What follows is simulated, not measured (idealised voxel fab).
process module | voxel transistor to metal
cross-section cut | 295 nm wide | cells 5 nm
A cross-section is a grid of square cells, given in bands from the top down. A band is one or more rows of cells.
Each band's line starts with the height of the band's top and of its bottom, in nm. Then come its materials from left to right, each with its width in nm. One material with "throughout" fills the band from edge to edge. "air" is empty space.
Height 0 is the level under which the wafer as received is all one material. The lowest band goes on downwards, as in "0 down".
A width such as "30 to 40" changes by the same amount from each row of cells to the next, from the band's top row to its bottom row.
"no change" after a step means that no cell of the cross-section changed.
closed voids: empty space of 8 cells or more with no open way to the top, each as width x height at its distance from the left edge, in nm
after a step's settings: what the simulator itself notes on the step
overlay nm, on a step with a mask: how far to the right of its planned place the mask lay; to the left if negative
plan
1 op RECEIVE | material Si
2 op OXIDIZE | depth nm 5
3 op CONFORMAL_DEP | material SiN | thk nm 15
4 op MASKED_ETCH | tone cover | mask id ACTIVE | width nm 115 | pitch nm 135 | etch materials SiN | depth nm 15 | overlay nm 0
5 op MASKED_ETCH | tone cover | mask id ACTIVE | width nm 115 | pitch nm 135 | etch materials SiO2 | depth nm 5 | overlay nm 0
6 op MASKED_ETCH | tone cover | mask id ACTIVE | width nm 115 | pitch nm 135 | etch materials Si | depth nm 35 | overlay nm 0
7 op FILL_DEP | material SiO2 | thk nm 15
8 op CMP | height nm 15
9 op SELECTIVE_ETCH | etch materials SiO2 | depth nm 5
10 op STRIP | etch materials SiN
11 op SELECTIVE_ETCH | etch materials SiO2 | depth nm 5
12 op OXIDIZE | depth nm 5
13 op DIRECTIONAL_DEP | material polySi | thk nm 20
14 op DIRECTIONAL_DEP | material SiCN | thk nm 15
15 op DIRECTIONAL_DEP | material aC | thk nm 15
16 op PATTERN | tone cover | mask id GATE | material resist | width nm 15 | pitch nm 135 | thk nm 35 | overlay nm 0
17 op DIRECTIONAL_ETCH | etch materials aC | depth nm 15
18 op STRIP | etch materials resist
19 op DIRECTIONAL_ETCH | etch materials SiCN | depth nm 25
20 op DIRECTIONAL_ETCH | etch materials polySi | depth nm 30
21 op STRIP | etch materials aC
22 op CONFORMAL_DEP | material SiN | thk nm 5
23 op DIRECTIONAL_ETCH | etch materials SiN | depth nm 5
24 op DIRECTIONAL_ETCH | etch materials SiO2 | depth nm 5
25 op DIRECTIONAL_ETCH | etch materials Si | depth nm 5
26 op EPI | material pSi | thk nm 10
27 op FILL_DEP | material SiO2 | thk nm 10
28 op CMP | height nm 30
29 op DIRECTIONAL_DEP | material SiO2 | thk nm 15
30 op MASKED_ETCH | tone open | mask id CONTACT | width nm 20 | etch materials SiO2 | depth nm 50 | overlay nm 0
31 op CONFORMAL_DEP | material TiN | thk nm 5
32 op FILL_DEP | material W | thk nm 10
33 op CMP | height nm 45
34 op DIRECTIONAL_DEP | material TiN | thk nm 5
35 op DIRECTIONAL_DEP | material Ru | thk nm 20
36 op DIRECTIONAL_DEP | material aC | thk nm 15
37 op PATTERN | tone cover | mask id METAL_1 | material resist | width nm 20 | thk nm 30 | overlay nm 0
38 op DIRECTIONAL_ETCH | etch materials aC | depth nm 15
39 op STRIP | etch materials resist
40 op DIRECTIONAL_ETCH | etch materials Ru | depth nm 20
41 op DIRECTIONAL_ETCH | etch materials TiN | depth nm 5
42 op STRIP | etch materials aC
43 op CONFORMAL_DEP | material SiCN | thk nm 5
44 op FILL_DEP | material SiO2 | thk nm 10
45 op CMP | height nm 70
46 op CONFORMAL_DEP | material SiN | thk nm 5
first wafer, as planned
as received, after step 1
  0 down: Si throughout
  closed voids: none
after step 2
  0 to -5: SiO2 throughout
  below -5: unchanged
after step 3
  15 to 0: SiN throughout
  below 0: unchanged
after step 4
  15 to 0: air 20 | SiN 115 | air 20 | SiN 115 | air 25
  below 0: unchanged
after step 5
  15 to 0: air 20 | SiN 115 | air 20 | SiN 115 | air 25
  0 to -5: air 20 | SiO2 115 | air 20 | SiO2 115 | air 25
  below -5: unchanged
after step 6
  15 to 0: air 20 | SiN 115 | air 20 | SiN 115 | air 25
  0 to -5: air 20 | SiO2 115 | air 20 | SiO2 115 | air 25
  -5 to -40: air 20 | Si 115 | air 20 | Si 115 | air 25
  below -40: unchanged
after step 7
  30 to 15: SiO2 throughout
  15 to 0: SiO2 20 | SiN 115 | SiO2 20 | SiN 115 | SiO2 25
  0 to -5: SiO2 throughout
  -5 to -40: SiO2 20 | Si 115 | SiO2 20 | Si 115 | SiO2 25
  below -40: unchanged
after step 8
  15 to 0: SiO2 20 | SiN 115 | SiO2 20 | SiN 115 | SiO2 25
  below 0: unchanged
after step 9
  15 to 10: air 20 | SiN 115 | air 20 | SiN 115 | air 25
  below 10: unchanged
after step 10
  10 to 0: SiO2 20 | air 115 | SiO2 20 | air 115 | SiO2 25
  below 0: unchanged
after step 11
  5 to -5: SiO2 15 | air 125 | SiO2 10 | air 125 | SiO2 20
  below -5: unchanged
after step 12
  5 to -5: SiO2 15 | air 125 | SiO2 10 | air 125 | SiO2 20
  -5 to -10: SiO2 throughout
  below -10: unchanged
after step 13
  25 to 15: polySi 15 | air 125 | polySi 10 | air 125 | polySi 20
  15 to 5: polySi throughout
  5 to -5: SiO2 15 | polySi 125 | SiO2 10 | polySi 125 | SiO2 20
  below -5: unchanged
after step 14
  40 to 30: SiCN 15 | air 125 | SiCN 10 | air 125 | SiCN 20
  30 to 25: SiCN throughout
  25 to 15: polySi 15 | SiCN 125 | polySi 10 | SiCN 125 | polySi 20
  below 15: unchanged
after step 15
  55 to 45: aC 15 | air 125 | aC 10 | air 125 | aC 20
  45 to 40: aC throughout
  40 to 30: SiCN 15 | aC 125 | SiCN 10 | aC 125 | SiCN 20
  below 30: unchanged
after step 16
  90 to 55: air 70 | resist 15 | air 120 | resist 15 | air 75
  55 to 45: aC 15 | air 55 | resist 15 | air 55 | aC 10 | air 55 | resist 15 | air 55 | aC 20
  below 45: unchanged
after step 17
  75 to 45: air 70 | resist 15 | air 120 | resist 15 | air 75
  45 to 40: air 70 | aC 15 | air 120 | aC 15 | air 75
  40 to 30: SiCN 15 | air 55 | aC 15 | air 55 | SiCN 10 | air 55 | aC 15 | air 55 | SiCN 20
  below 30: unchanged
after step 18
  45 to 40: air 70 | aC 15 | air 120 | aC 15 | air 75
  below 40: unchanged
after step 19
  45 to 30: air 70 | aC 15 | air 120 | aC 15 | air 75
  30 to 25: air 70 | SiCN 15 | air 120 | SiCN 15 | air 75
  25 to 15: polySi 15 | air 55 | SiCN 15 | air 55 | polySi 10 | air 55 | SiCN 15 | air 55 | polySi 20
  below 15: unchanged
after step 20
  45 to 30: air 70 | aC 15 | air 120 | aC 15 | air 75
  30 to 15: air 70 | SiCN 15 | air 120 | SiCN 15 | air 75
  15 to 5: air 70 | polySi 15 | air 120 | polySi 15 | air 75
  5 to -5: SiO2 15 | air 55 | polySi 15 | air 55 | SiO2 10 | air 55 | polySi 15 | air 55 | SiO2 20
  below -5: unchanged
after step 21
  30 to 15: air 70 | SiCN 15 | air 120 | SiCN 15 | air 75
  below 15: unchanged
after step 22
  35 to 30: air 65 | SiN 25 | air 110 | SiN 25 | air 70
  30 to 15: air 65 | SiN 5 | SiCN 15 | SiN 5 | air 110 | SiN 5 | SiCN 15 | SiN 5 | air 70
  15 to 10: air 65 | SiN 5 | polySi 15 | SiN 5 | air 110 | SiN 5 | polySi 15 | SiN 5 | air 70
  10 to 5: SiN 20 | air 45 | SiN 5 | polySi 15 | SiN 5 | air 45 | SiN 20 | air 45 | SiN 5 | polySi 15 | SiN 5 | air 45 | SiN 25
  5 to 0: SiO2 15 | SiN 5 | air 45 | SiN 5 | polySi 15 | SiN 5 | air 45 | SiN 5 | SiO2 10 | SiN 5 | air 45 | SiN 5 | polySi 15 | SiN 5 | air 45 | SiN 5 | SiO2 20
  0 to -5: SiO2 15 | SiN 55 | polySi 15 | SiN 55 | SiO2 10 | SiN 55 | polySi 15 | SiN 55 | SiO2 20
  below -5: unchanged
after step 23
  30 to 15: air 65 | SiN 5 | SiCN 15 | SiN 5 | air 110 | SiN 5 | SiCN 15 | SiN 5 | air 70
  15 to 5: air 65 | SiN 5 | polySi 15 | SiN 5 | air 110 | SiN 5 | polySi 15 | SiN 5 | air 70
  5 to -5: SiO2 15 | SiN 5 | air 45 | SiN 5 | polySi 15 | SiN 5 | air 45 | SiN 5 | SiO2 10 | SiN 5 | air 45 | SiN 5 | polySi 15 | SiN 5 | air 45 | SiN 5 | SiO2 20
  below -5: unchanged
after step 24
  30 to 15: air 65 | SiN 5 | SiCN 15 | SiN 5 | air 110 | SiN 5 | SiCN 15 | SiN 5 | air 70
  15 to 5: air 65 | SiN 5 | polySi 15 | SiN 5 | air 110 | SiN 5 | polySi 15 | SiN 5 | air 70
  5 to 0: air 15 | SiN 5 | air 45 | SiN 5 | polySi 15 | SiN 5 | air 45 | SiN 5 | air 10 | SiN 5 | air 45 | SiN 5 | polySi 15 | SiN 5 | air 45 | SiN 5 | air 20
  0 to -5: SiO2 15 | SiN 5 | air 45 | SiN 5 | polySi 15 | SiN 5 | air 45 | SiN 5 | SiO2 10 | SiN 5 | air 45 | SiN 5 | polySi 15 | SiN 5 | air 45 | SiN 5 | SiO2 20
  -5 to -10: SiO2 20 | air 45 | SiO2 25 | air 45 | SiO2 20 | air 45 | SiO2 25 | air 45 | SiO2 25
  below -10: unchanged
after step 25
  30 to 15: air 65 | SiN 5 | SiCN 15 | SiN 5 | air 110 | SiN 5 | SiCN 15 | SiN 5 | air 70
  15 to 5: air 65 | SiN 5 | polySi 15 | SiN 5 | air 110 | SiN 5 | polySi 15 | SiN 5 | air 70
  5 to 0: air 15 | SiN 5 | air 45 | SiN 5 | polySi 15 | SiN 5 | air 45 | SiN 5 | air 10 | SiN 5 | air 45 | SiN 5 | polySi 15 | SiN 5 | air 45 | SiN 5 | air 20
  0 to -5: SiO2 15 | SiN 5 | air 45 | SiN 5 | polySi 15 | SiN 5 | air 45 | SiN 5 | SiO2 10 | SiN 5 | air 45 | SiN 5 | polySi 15 | SiN 5 | air 45 | SiN 5 | SiO2 20
  -5 to -10: SiO2 20 | air 45 | SiO2 25 | air 45 | SiO2 20 | air 45 | SiO2 25 | air 45 | SiO2 25
  -10 to -15: SiO2 20 | air 45 | Si 25 | air 45 | SiO2 20 | air 45 | Si 25 | air 45 | SiO2 25
  below -15: unchanged
after step 26
  30 to 15: air 65 | SiN 5 | SiCN 15 | SiN 5 | air 110 | SiN 5 | SiCN 15 | SiN 5 | air 70
  15 to 5: air 65 | SiN 5 | polySi 15 | SiN 5 | air 110 | SiN 5 | polySi 15 | SiN 5 | air 70
  5 to 0: air 15 | SiN 5 | air 45 | SiN 5 | polySi 15 | SiN 5 | air 45 | SiN 5 | air 10 | SiN 5 | air 45 | SiN 5 | polySi 15 | SiN 5 | air 45 | SiN 5 | air 20
  0 to -5: SiO2 15 | SiN 5 | air 35 | pSi 10 | SiN 5 | polySi 15 | SiN 5 | pSi 10 | air 35 | SiN 5 | SiO2 10 | SiN 5 | air 35 | pSi 10 | SiN 5 | polySi 15 | SiN 5 | pSi 10 | air 35 | SiN 5 | SiO2 20
  -5 to -10: SiO2 20 | pSi 45 | SiO2 25 | pSi 45 | SiO2 20 | pSi 45 | SiO2 25 | pSi 45 | SiO2 25
  -10 to -15: SiO2 20 | pSi 45 | Si 25 | pSi 45 | SiO2 20 | pSi 45 | Si 25 | pSi 45 | SiO2 25
  below -15: unchanged
after step 27
  40 to 30: SiO2 throughout
  30 to 15: SiO2 65 | SiN 5 | SiCN 15 | SiN 5 | SiO2 110 | SiN 5 | SiCN 15 | SiN 5 | SiO2 70
  15 to 5: SiO2 65 | SiN 5 | polySi 15 | SiN 5 | SiO2 110 | SiN 5 | polySi 15 | SiN 5 | SiO2 70
  5 to 0: SiO2 15 | SiN 5 | SiO2 45 | SiN 5 | polySi 15 | SiN 5 | SiO2 45 | SiN 5 | SiO2 10 | SiN 5 | SiO2 45 | SiN 5 | polySi 15 | SiN 5 | SiO2 45 | SiN 5 | SiO2 20
  0 to -5: SiO2 15 | SiN 5 | SiO2 35 | pSi 10 | SiN 5 | polySi 15 | SiN 5 | pSi 10 | SiO2 35 | SiN 5 | SiO2 10 | SiN 5 | SiO2 35 | pSi 10 | SiN 5 | polySi 15 | SiN 5 | pSi 10 | SiO2 35 | SiN 5 | SiO2 20
  below -5: unchanged
after step 28
  30 to 15: SiO2 65 | SiN 5 | SiCN 15 | SiN 5 | SiO2 110 | SiN 5 | SiCN 15 | SiN 5 | SiO2 70
  below 15: unchanged
after step 29
  45 to 30: SiO2 throughout
  below 30: unchanged
after step 30
  45 to 30: SiO2 30 | air 20 | SiO2 55 | air 20 | SiO2 40 | air 20 | SiO2 55 | air 20 | SiO2 35
  30 to 15: SiO2 30 | air 20 | SiO2 15 | SiN 5 | SiCN 15 | SiN 5 | SiO2 15 | air 20 | SiO2 40 | air 20 | SiO2 15 | SiN 5 | SiCN 15 | SiN 5 | SiO2 15 | air 20 | SiO2 35
  15 to 5: SiO2 30 | air 20 | SiO2 15 | SiN 5 | polySi 15 | SiN 5 | SiO2 15 | air 20 | SiO2 40 | air 20 | SiO2 15 | SiN 5 | polySi 15 | SiN 5 | SiO2 15 | air 20 | SiO2 35
  5 to 0: SiO2 15 | SiN 5 | SiO2 10 | air 20 | SiO2 15 | SiN 5 | polySi 15 | SiN 5 | SiO2 15 | air 20 | SiO2 10 | SiN 5 | SiO2 10 | SiN 5 | SiO2 10 | air 20 | SiO2 15 | SiN 5 | polySi 15 | SiN 5 | SiO2 15 | air 20 | SiO2 10 | SiN 5 | SiO2 20
  0 to -5: SiO2 15 | SiN 5 | SiO2 10 | air 20 | SiO2 5 | pSi 10 | SiN 5 | polySi 15 | SiN 5 | pSi 10 | SiO2 5 | air 20 | SiO2 10 | SiN 5 | SiO2 10 | SiN 5 | SiO2 10 | air 20 | SiO2 5 | pSi 10 | SiN 5 | polySi 15 | SiN 5 | pSi 10 | SiO2 5 | air 20 | SiO2 10 | SiN 5 | SiO2 20
  below -5: unchanged
after step 31
  50 to 45: TiN 35 | air 10 | TiN 65 | air 10 | TiN 50 | air 10 | TiN 65 | air 10 | TiN 40
  45 to 30: SiO2 30 | TiN 5 | air 10 | TiN 5 | SiO2 55 | TiN 5 | air 10 | TiN 5 | SiO2 40 | TiN 5 | air 10 | TiN 5 | SiO2 55 | TiN 5 | air 10 | TiN 5 | SiO2 35
  30 to 15: SiO2 30 | TiN 5 | air 10 | TiN 5 | SiO2 15 | SiN 5 | SiCN 15 | SiN 5 | SiO2 15 | TiN 5 | air 10 | TiN 5 | SiO2 40 | TiN 5 | air 10 | TiN 5 | SiO2 15 | SiN 5 | SiCN 15 | SiN 5 | SiO2 15 | TiN 5 | air 10 | TiN 5 | SiO2 35
  15 to 5: SiO2 30 | TiN 5 | air 10 | TiN 5 | SiO2 15 | SiN 5 | polySi 15 | SiN 5 | SiO2 15 | TiN 5 | air 10 | TiN 5 | SiO2 40 | TiN 5 | air 10 | TiN 5 | SiO2 15 | SiN 5 | polySi 15 | SiN 5 | SiO2 15 | TiN 5 | air 10 | TiN 5 | SiO2 35
  5 to 0: SiO2 15 | SiN 5 | SiO2 10 | TiN 5 | air 10 | TiN 5 | SiO2 15 | SiN 5 | polySi 15 | SiN 5 | SiO2 15 | TiN 5 | air 10 | TiN 5 | SiO2 10 | SiN 5 | SiO2 10 | SiN 5 | SiO2 10 | TiN 5 | air 10 | TiN 5 | SiO2 15 | SiN 5 | polySi 15 | SiN 5 | SiO2 15 | TiN 5 | air 10 | TiN 5 | SiO2 10 | SiN 5 | SiO2 20
  0 to -5: SiO2 15 | SiN 5 | SiO2 10 | TiN 20 | SiO2 5 | pSi 10 | SiN 5 | polySi 15 | SiN 5 | pSi 10 | SiO2 5 | TiN 20 | SiO2 10 | SiN 5 | SiO2 10 | SiN 5 | SiO2 10 | TiN 20 | SiO2 5 | pSi 10 | SiN 5 | polySi 15 | SiN 5 | pSi 10 | SiO2 5 | TiN 20 | SiO2 10 | SiN 5 | SiO2 20
  below -5: unchanged
after step 32
  60 to 50: W throughout
  50 to 45: TiN 35 | W 10 | TiN 65 | W 10 | TiN 50 | W 10 | TiN 65 | W 10 | TiN 40
  45 to 30: SiO2 30 | TiN 5 | W 10 | TiN 5 | SiO2 55 | TiN 5 | W 10 | TiN 5 | SiO2 40 | TiN 5 | W 10 | TiN 5 | SiO2 55 | TiN 5 | W 10 | TiN 5 | SiO2 35
  30 to 15: SiO2 30 | TiN 5 | W 10 | TiN 5 | SiO2 15 | SiN 5 | SiCN 15 | SiN 5 | SiO2 15 | TiN 5 | W 10 | TiN 5 | SiO2 40 | TiN 5 | W 10 | TiN 5 | SiO2 15 | SiN 5 | SiCN 15 | SiN 5 | SiO2 15 | TiN 5 | W 10 | TiN 5 | SiO2 35
  15 to 5: SiO2 30 | TiN 5 | W 10 | TiN 5 | SiO2 15 | SiN 5 | polySi 15 | SiN 5 | SiO2 15 | TiN 5 | W 10 | TiN 5 | SiO2 40 | TiN 5 | W 10 | TiN 5 | SiO2 15 | SiN 5 | polySi 15 | SiN 5 | SiO2 15 | TiN 5 | W 10 | TiN 5 | SiO2 35
  5 to 0: SiO2 15 | SiN 5 | SiO2 10 | TiN 5 | W 10 | TiN 5 | SiO2 15 | SiN 5 | polySi 15 | SiN 5 | SiO2 15 | TiN 5 | W 10 | TiN 5 | SiO2 10 | SiN 5 | SiO2 10 | SiN 5 | SiO2 10 | TiN 5 | W 10 | TiN 5 | SiO2 15 | SiN 5 | polySi 15 | SiN 5 | SiO2 15 | TiN 5 | W 10 | TiN 5 | SiO2 10 | SiN 5 | SiO2 20
  below 0: unchanged
after step 33
  45 to 30: SiO2 30 | TiN 5 | W 10 | TiN 5 | SiO2 55 | TiN 5 | W 10 | TiN 5 | SiO2 40 | TiN 5 | W 10 | TiN 5 | SiO2 55 | TiN 5 | W 10 | TiN 5 | SiO2 35
  below 30: unchanged
after step 34
  50 to 45: TiN throughout
  below 45: unchanged
after step 35
  70 to 50: Ru throughout
  below 50: unchanged
after step 36
  85 to 70: aC throughout
  below 70: unchanged
after step 37
  115 to 85: air 30 | resist 20 | air 55 | resist 20 | air 40 | resist 20 | air 55 | resist 20 | air 35
  below 85: unchanged
after step 38
  100 to 85: air 30 | resist 20 | air 55 | resist 20 | air 40 | resist 20 | air 55 | resist 20 | air 35
  85 to 70: air 30 | aC 20 | air 55 | aC 20 | air 40 | aC 20 | air 55 | aC 20 | air 35
  below 70: unchanged
after step 39
  85 to 70: air 30 | aC 20 | air 55 | aC 20 | air 40 | aC 20 | air 55 | aC 20 | air 35
  below 70: unchanged
after step 40
  85 to 70: air 30 | aC 20 | air 55 | aC 20 | air 40 | aC 20 | air 55 | aC 20 | air 35
  70 to 50: air 30 | Ru 20 | air 55 | Ru 20 | air 40 | Ru 20 | air 55 | Ru 20 | air 35
  below 50: unchanged
after step 41
  85 to 70: air 30 | aC 20 | air 55 | aC 20 | air 40 | aC 20 | air 55 | aC 20 | air 35
  70 to 50: air 30 | Ru 20 | air 55 | Ru 20 | air 40 | Ru 20 | air 55 | Ru 20 | air 35
  50 to 45: air 30 | TiN 20 | air 55 | TiN 20 | air 40 | TiN 20 | air 55 | TiN 20 | air 35
  below 45: unchanged
after step 42
  70 to 50: air 30 | Ru 20 | air 55 | Ru 20 | air 40 | Ru 20 | air 55 | Ru 20 | air 35
  below 50: unchanged
after step 43
  75 to 70: air 25 | SiCN 30 | air 45 | SiCN 30 | air 30 | SiCN 30 | air 45 | SiCN 30 | air 30
  70 to 50: air 25 | SiCN 5 | Ru 20 | SiCN 5 | air 45 | SiCN 5 | Ru 20 | SiCN 5 | air 30 | SiCN 5 | Ru 20 | SiCN 5 | air 45 | SiCN 5 | Ru 20 | SiCN 5 | air 30
  50 to 45: SiCN 30 | TiN 20 | SiCN 55 | TiN 20 | SiCN 40 | TiN 20 | SiCN 55 | TiN 20 | SiCN 35
  below 45: unchanged
after step 44
  85 to 75: SiO2 throughout
  75 to 70: SiO2 25 | SiCN 30 | SiO2 45 | SiCN 30 | SiO2 30 | SiCN 30 | SiO2 45 | SiCN 30 | SiO2 30
  70 to 50: SiO2 25 | SiCN 5 | Ru 20 | SiCN 5 | SiO2 45 | SiCN 5 | Ru 20 | SiCN 5 | SiO2 30 | SiCN 5 | Ru 20 | SiCN 5 | SiO2 45 | SiCN 5 | Ru 20 | SiCN 5 | SiO2 30
  below 50: unchanged
after step 45
  70 to 50: SiO2 25 | SiCN 5 | Ru 20 | SiCN 5 | SiO2 45 | SiCN 5 | Ru 20 | SiCN 5 | SiO2 30 | SiCN 5 | Ru 20 | SiCN 5 | SiO2 45 | SiCN 5 | Ru 20 | SiCN 5 | SiO2 30
  below 50: unchanged
after step 46
  75 to 70: SiN throughout
  below 70: unchanged
second wafer: like start, like plan, one mistake. Through step 34 it matches the first wafer
when step 35 should have ended
  70 to 50: SiO2 throughout
  below 50: unchanged
when step 36 should have ended
  85 to 70: aC throughout
  below 70: unchanged
when step 37 should have ended
  115 to 85: air 30 | resist 20 | air 55 | resist 20 | air 40 | resist 20 | air 55 | resist 20 | air 35
  below 85: unchanged
when step 38 should have ended
  100 to 85: air 30 | resist 20 | air 55 | resist 20 | air 40 | resist 20 | air 55 | resist 20 | air 35
  85 to 70: air 30 | aC 20 | air 55 | aC 20 | air 40 | aC 20 | air 55 | aC 20 | air 35
  below 70: unchanged
when step 39 should have ended
  85 to 70: air 30 | aC 20 | air 55 | aC 20 | air 40 | aC 20 | air 55 | aC 20 | air 35
  below 70: unchanged
when step 40 should have ended: no change
when step 41 should have ended: no change
when step 42 should have ended
  70 to 50: SiO2 throughout
  below 50: unchanged
when step 43 should have ended
  75 to 70: SiCN throughout
  below 70: unchanged
when step 44 should have ended
  85 to 75: SiO2 throughout
  below 75: unchanged
when step 45 should have ended
  70 to 50: SiO2 throughout
  below 50: unchanged
when step 46 should have ended
  75 to 70: SiN throughout
  below 70: unchanged
what went wrong: step 35 ran as: op DIRECTIONAL_DEP | material SiO2 | thk nm 20
at the end the second wafer has, in cells: 64 fewer of Ru | 75 fewer of SiCN | 96 more of SiO2 | 43 more of TiN
